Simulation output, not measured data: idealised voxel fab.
This is a process module. Its name is voxel capacitor over wiring.
Cross-section cut: width 285 nm, square cells of 5 nm.
Cross-section, as written here: a square-cell grid given band by band from the top down, where a band holds one or more rows of cells. A band entry consists of two parts. The first gives the height of the band's top and the height of its bottom, in nm. The rest lists the band's materials from left to right, each with its width in nm. A single material labelled with the word "everywhere" fills the band from edge to edge, and the word "air" marks empty space. The level at which height equals 0 is the one under which the wafer, as it arrives, is entirely one material. No lower edge exists for the bottom band, which continues downward and is notated as in "0 -> down". The notation "30 to 40" denotes a width that varies across the rows of cells in the band, beginning at the first number in the top row, finishing at the second number in the bottom row, and changing by an identical amount from each row to the next. Step note "no change" = no cross-section cell changed. Sealed void listing: empty space of 8 cells or more with no open way to the top, each as width x height at its distance from the left edge, in nm. On each step's line, the part that comes after the settings is the simulator's own comment on the step. overlay nm: step with mask; distance mask lay right of planned place; negative value = left of planned place.

**Listed below are the process steps as planned**
step 1: RECEIVE [material Si]
step 2: CONFORMAL_DEP [material SiO2] [thk nm 15]
step 3: DIRECTIONAL_DEP [material TiN] [thk nm 5]
step 4: DIRECTIONAL_DEP [material Ru] [thk nm 20]
step 5: PATTERN [tone cover] [mask id METAL_1] [material resist] [width nm 30] [pitch nm 100] [thk nm 20] [overlay nm 0]
step 6: DIRECTIONAL_ETCH [etch materials Ru] [depth nm 20]
step 7: DIRECTIONAL_ETCH [etch materials TiN] [depth nm 5]
step 8: STRIP [etch materials resist]
step 9: FILL_DEP [material SiO2] [thk nm 10]
step 10: CMP [height nm 40]
step 11: CONFORMAL_DEP [material SiCN] [thk nm 5]
step 12: DIRECTIONAL_DEP [material lowk] [thk nm 15]
step 13: DIRECTIONAL_DEP [material aC] [thk nm 15]
step 14: PATTERN [tone open] [mask id PLUG_1] [material resist] [width nm 15] [thk nm 30] [overlay nm 0]
step 15: DIRECTIONAL_ETCH [etch materials aC] [depth nm 15]
step 16: STRIP [etch materials resist]
step 17: DIRECTIONAL_ETCH [etch materials lowk] [depth nm 15]
step 18: DIRECTIONAL_ETCH [etch materials SiCN] [depth nm 5]
step 19: STRIP [etch materials aC]
step 20: EPI [material Ru] [thk nm 10]
step 21: EPI [material Ru] [thk nm 10]
step 22: DIRECTIONAL_DEP [material TiN] [thk nm 10]
step 23: DIRECTIONAL_DEP [material Al2O3] [thk nm 5]
step 24: DIRECTIONAL_DEP [material TiN] [thk nm 5]
step 25: PATTERN [tone cover] [mask id UPPER_PLATE] [material resist] [width nm 75] [thk nm 15] [overlay nm 0]
step 26: DIRECTIONAL_ETCH [etch materials TiN] [depth nm 5]
step 27: DIRECTIONAL_ETCH [etch materials Al2O3] [depth nm 5]
step 28: STRIP [etch materials resist]
step 29: MASKED_ETCH [tone cover] [mask id LOWER_PLATE] [width nm 85] [etch materials TiN] [depth nm 10] [overlay nm 0]
step 30: FILL_DEP [material SiO2] [thk nm 20]
step 31: CMP [height nm 95]
step 32: MASKED_ETCH [tone open] [mask id PLUG_2] [width nm 15] [etch materials SiO2] [depth nm 15] [overlay nm 0]
step 33: CONFORMAL_DEP [material TiN] [thk nm 5]
step 34: FILL_DEP [material Ru] [thk nm 10]
step 35: CMP [height nm 95]
step 36: CONFORMAL_DEP [material SiN] [thk nm 5]

**First of two wafers - as planned**

**As-received state of the wafer in cross-section, equivalent to post-step 1**
- 0 -> down: Si everywhere
- Sealed void listing: none

**Once step 2 is through, the wafer looks like this in cross-section**
- 15 -> 0: SiO2 everywhere
- Everything under 0 stays put, no change at all.

**Once step 3 is through, the wafer looks like this in cross-section**
- 20 -> 15: TiN everywhere
- Everything under 15 stays put, no change at all.

**Once step 4 is through, the wafer looks like this in cross-section**
- 40 -> 20: Ru everywhere
- Everything under 20 stays put, no change at all.

**Once step 5 is through, the wafer looks like this in cross-section**
- 60 -> 40: 75 of air, then 30 of resist, then 70 of air, then 30 of resist, then 80 of air
- Everything under 40 stays put, no change at all.

**Once step 6 is through, the wafer looks like this in cross-section**
- 60 -> 40: 75 of air, then 30 of resist, then 70 of air, then 30 of resist, then 80 of air
- 40 -> 20: 75 of air, then 30 of Ru, then 70 of air, then 30 of Ru, then 80 of air
- Everything under 20 stays put, no change at all.

**Once step 7 is through, the wafer looks like this in cross-section**
- 60 -> 40: 75 of air, then 30 of resist, then 70 of air, then 30 of resist, then 80 of air
- 40 -> 20: 75 of air, then 30 of Ru, then 70 of air, then 30 of Ru, then 80 of air
- 20 -> 15: 75 of air, then 30 of TiN, then 70 of air, then 30 of TiN, then 80 of air
- Everything under 15 stays put, no change at all.

**Once step 8 is through, the wafer looks like this in cross-section**
- 40 -> 20: 75 of air, then 30 of Ru, then 70 of air, then 30 of Ru, then 80 of air
- Everything under 20 stays put, no change at all.

**Once step 9 is through, the wafer looks like this in cross-section**
- 50 -> 40: SiO2 everywhere
- 40 -> 20: 75 of SiO2, then 30 of Ru, then 70 of SiO2, then 30 of Ru, then 80 of SiO2
- 20 -> 15: 75 of SiO2, then 30 of TiN, then 70 of SiO2, then 30 of TiN, then 80 of SiO2
- Everything under 15 stays put, no change at all.

**Once step 10 is through, the wafer looks like this in cross-section**
- 40 -> 20: 75 of SiO2, then 30 of Ru, then 70 of SiO2, then 30 of Ru, then 80 of SiO2
- Everything under 20 stays put, no change at all.

**Once step 11 is through, the wafer looks like this in cross-section**
- 45 -> 40: SiCN everywhere
- Everything under 40 stays put, no change at all.

**Once step 12 is through, the wafer looks like this in cross-section**
- 60 -> 45: lowk everywhere
- Everything under 45 stays put, no change at all.

**Once step 13 is through, the wafer looks like this in cross-section**
- 75 -> 60: aC everywhere
- Everything under 60 stays put, no change at all.

**Once step 14 is through, the wafer looks like this in cross-section**
- 105 -> 75: 90 of resist, then 15 of air, then 180 of resist
- Everything under 75 stays put, no change at all.

**Once step 15 is through, the wafer looks like this in cross-section**
- 90 -> 75: 90 of resist, then 15 of air, then 180 of resist
- 75 -> 60: 90 of aC, then 15 of air, then 180 of aC
- Everything under 60 stays put, no change at all.

**Once step 16 is through, the wafer looks like this in cross-section**
- 75 -> 60: 90 of aC, then 15 of air, then 180 of aC
- Everything under 60 stays put, no change at all.

**Once step 17 is through, the wafer looks like this in cross-section**
- 75 -> 60: 90 of aC, then 15 of air, then 180 of aC
- 60 -> 45: 90 of lowk, then 15 of air, then 180 of lowk
- Everything under 45 stays put, no change at all.

**Once step 18 is through, the wafer looks like this in cross-section**
- 75 -> 60: 90 of aC, then 15 of air, then 180 of aC
- 60 -> 45: 90 of lowk, then 15 of air, then 180 of lowk
- 45 -> 40: 90 of SiCN, then 15 of air, then 180 of SiCN
- Everything under 40 stays put, no change at all.

**Once step 19 is through, the wafer looks like this in cross-section**
- 60 -> 45: 90 of lowk, then 15 of air, then 180 of lowk
- Everything under 45 stays put, no change at all.

**Once step 20 is through, the wafer looks like this in cross-section**
- 60 -> 50: 90 of lowk, then 15 of air, then 180 of lowk
- 50 -> 45: 90 of lowk, then 15 of Ru, then 180 of lowk
- 45 -> 40: 90 of SiCN, then 15 of Ru, then 180 of SiCN
- Everything under 40 stays put, no change at all.

**Once step 21 is through, the wafer looks like this in cross-section**
- 60 -> 45: 90 of lowk, then 15 of Ru, then 180 of lowk
- Everything under 45 stays put, no change at all.

**Once step 22 is through, the wafer looks like this in cross-section**
- 70 -> 60: TiN everywhere
- Everything under 60 stays put, no change at all.

**Once step 23 is through, the wafer looks like this in cross-section**
- 75 -> 70: Al2O3 everywhere
- Everything under 70 stays put, no change at all.

**Once step 24 is through, the wafer looks like this in cross-section**
- 80 -> 75: TiN everywhere
- Everything under 75 stays put, no change at all.

**Once step 25 is through, the wafer looks like this in cross-section**
- 95 -> 80: 90 of air, then 75 of resist, then 120 of air
- Everything under 80 stays put, no change at all.

**Once step 26 is through, the wafer looks like this in cross-section**
- 95 -> 80: 90 of air, then 75 of resist, then 120 of air
- 80 -> 75: 90 of air, then 75 of TiN, then 120 of air
- Everything under 75 stays put, no change at all.

**Once step 27 is through, the wafer looks like this in cross-section**
- 95 -> 80: 90 of air, then 75 of resist, then 120 of air
- 80 -> 75: 90 of air, then 75 of TiN, then 120 of air
- 75 -> 70: 90 of air, then 75 of Al2O3, then 120 of air
- Everything under 70 stays put, no change at all.

**Once step 28 is through, the wafer looks like this in cross-section**
- 80 -> 75: 90 of air, then 75 of TiN, then 120 of air
- Everything under 75 stays put, no change at all.

**Once step 29 is through, the wafer looks like this in cross-section**
- 80 -> 75: 90 of air, then 75 of TiN, then 120 of air
- 75 -> 70: 90 of air, then 75 of Al2O3, then 120 of air
- 70 -> 60: 85 of air, then 85 of TiN, then 115 of air
- Everything under 60 stays put, no change at all.

**Once step 30 is through, the wafer looks like this in cross-section**
- 100 -> 80: SiO2 everywhere
- 80 -> 75: 90 of SiO2, then 75 of TiN, then 120 of SiO2
- 75 -> 70: 90 of SiO2, then 75 of Al2O3, then 120 of SiO2
- 70 -> 60: 85 of SiO2, then 85 of TiN, then 115 of SiO2
- Everything under 60 stays put, no change at all.

**Once step 31 is through, the wafer looks like this in cross-section**
- 95 -> 80: SiO2 everywhere
- Everything under 80 stays put, no change at all.

**Once step 32 is through, the wafer looks like this in cross-section**
- 95 -> 80: 100 of SiO2, then 15 of air, then 170 of SiO2
- Everything under 80 stays put, no change at all.

**Once step 33 is through, the wafer looks like this in cross-section**
- 100 -> 95: 105 of TiN, then 5 of air, then 175 of TiN
- 95 -> 85: 100 of SiO2, then 5 of TiN, then 5 of air, then 5 of TiN, then 170 of SiO2
- 85 -> 75: 100 to 90 of SiO2, then 15 to 75 of TiN, then 170 to 120 of SiO2
- Everything under 75 stays put, no change at all.

**Once step 34 is through, the wafer looks like this in cross-section**
- 110 -> 100: Ru everywhere
- 100 -> 95: 105 of TiN, then 5 of Ru, then 175 of TiN
- 95 -> 85: 100 of SiO2, then 5 of TiN, then 5 of Ru, then 5 of TiN, then 170 of SiO2
- Everything under 85 stays put, no change at all.

**Once step 35 is through, the wafer looks like this in cross-section**
- 95 -> 85: 100 of SiO2, then 5 of TiN, then 5 of Ru, then 5 of TiN, then 170 of SiO2
- Everything under 85 stays put, no change at all.

**Once step 36 is through, the wafer looks like this in cross-section**
- 100 -> 95: SiN everywhere
- Everything under 95 stays put, no change at all.

**Second wafer, same starting state and plan as the first, one mistake in the run, identical through step 19**

**Cross-section of the second wafer corresponding to the planned conclusion of step 21**
- 60 -> 50: 90 of lowk, then 15 of air, then 180 of lowk
- 50 -> 45: 90 of lowk, then 15 of Ru, then 180 of lowk
- 45 -> 40: 90 of SiCN, then 15 of Ru, then 180 of SiCN
- Everything under 40 stays put, no change at all.

**Cross-section of the second wafer corresponding to the planned conclusion of step 22**
- 70 -> 60: 90 of TiN, then 15 of air, then 180 of TiN
- 60 -> 50: 90 of lowk, then 15 of TiN, then 180 of lowk
- Everything under 50 stays put, no change at all.

**Cross-section of the second wafer corresponding to the planned conclusion of step 23**
- 75 -> 70: 90 of Al2O3, then 15 of air, then 180 of Al2O3
- 70 -> 65: 90 of TiN, then 15 of air, then 180 of TiN
- 65 -> 60: 90 of TiN, then 15 of Al2O3, then 180 of TiN
- Everything under 60 stays put, no change at all.

**Cross-section of the second wafer corresponding to the planned conclusion of step 24**
- 80 -> 75: 90 of TiN, then 15 of air, then 180 of TiN
- 75 -> 70: 90 of Al2O3, then 15 of air, then 180 of Al2O3
- 70 -> 65: TiN everywhere
- Everything under 65 stays put, no change at all.

**Cross-section of the second wafer corresponding to the planned conclusion of step 25**
- 95 -> 80: 90 of air, then 75 of resist, then 120 of air
- 80 -> 75: 90 of TiN, then 15 of resist, then 180 of TiN
- 75 -> 70: 90 of Al2O3, then 15 of resist, then 180 of Al2O3
- Everything under 70 stays put, no change at all.

**Cross-section of the second wafer corresponding to the planned conclusion of step 26**
- 95 -> 80: 90 of air, then 75 of resist, then 120 of air
- 80 -> 75: 90 of air, then 15 of resist, then 60 of TiN, then 120 of air
- Everything under 75 stays put, no change at all.

**Cross-section of the second wafer corresponding to the planned conclusion of step 27**
- 95 -> 80: 90 of air, then 75 of resist, then 120 of air
- 80 -> 75: 90 of air, then 15 of resist, then 60 of TiN, then 120 of air
- 75 -> 70: 90 of air, then 15 of resist, then 60 of Al2O3, then 120 of air
- Everything under 70 stays put, no change at all.

**Cross-section of the second wafer corresponding to the planned conclusion of step 28**
- 80 -> 75: 105 of air, then 60 of TiN, then 120 of air
- 75 -> 70: 105 of air, then 60 of Al2O3, then 120 of air
- Everything under 70 stays put, no change at all.

**Cross-section of the second wafer corresponding to the planned conclusion of step 29**
- 80 -> 75: 105 of air, then 60 of TiN, then 120 of air
- 75 -> 70: 105 of air, then 60 of Al2O3, then 120 of air
- 70 -> 65: 85 of air, then 85 of TiN, then 115 of air
- 65 -> 60: 85 of air, then 5 of TiN, then 15 of Al2O3, then 65 of TiN, then 115 of air
- Everything under 60 stays put, no change at all.

**Cross-section of the second wafer corresponding to the planned conclusion of step 30**
- 100 -> 80: SiO2 everywhere
- 80 -> 75: 105 of SiO2, then 60 of TiN, then 120 of SiO2
- 75 -> 70: 105 of SiO2, then 60 of Al2O3, then 120 of SiO2
- 70 -> 65: 85 of SiO2, then 85 of TiN, then 115 of SiO2
- 65 -> 60: 85 of SiO2, then 5 of TiN, then 15 of Al2O3, then 65 of TiN, then 115 of SiO2
- Everything under 60 stays put, no change at all.

**Cross-section of the second wafer corresponding to the planned conclusion of step 31**
- 95 -> 80: SiO2 everywhere
- Everything under 80 stays put, no change at all.

**Cross-section of the second wafer corresponding to the planned conclusion of step 32**
- 95 -> 80: 100 of SiO2, then 15 of air, then 170 of SiO2
- Everything under 80 stays put, no change at all.

**Cross-section of the second wafer corresponding to the planned conclusion of step 33**
- 100 -> 95: 105 of TiN, then 5 of air, then 175 of TiN
- 95 -> 85: 100 of SiO2, then 5 of TiN, then 5 of air, then 5 of TiN, then 170 of SiO2
- 85 -> 75: 100 to 105 of SiO2, then 15 to 60 of TiN, then 170 to 120 of SiO2
- Everything under 75 stays put, no change at all.

**Cross-section of the second wafer corresponding to the planned conclusion of step 34**
- 110 -> 100: Ru everywhere
- 100 -> 95: 105 of TiN, then 5 of Ru, then 175 of TiN
- 95 -> 85: 100 of SiO2, then 5 of TiN, then 5 of Ru, then 5 of TiN, then 170 of SiO2
- Everything under 85 stays put, no change at all.

**Cross-section of the second wafer corresponding to the planned conclusion of step 35**
- 95 -> 85: 100 of SiO2, then 5 of TiN, then 5 of Ru, then 5 of TiN, then 170 of SiO2
- Everything under 85 stays put, no change at all.

**Cross-section of the second wafer corresponding to the planned conclusion of step 36**
- 100 -> 95: SiN everywhere
- Everything under 95 stays put, no change at all.
Run error: since steps 20 and 21 are all the same, there's no way to know which one of them was skipped, only that one was
Once processing is complete, comparing cell counts shows that the second wafer has more or fewer of certain materials than the first: 6 fewer of Ru | 6 more of SiO2
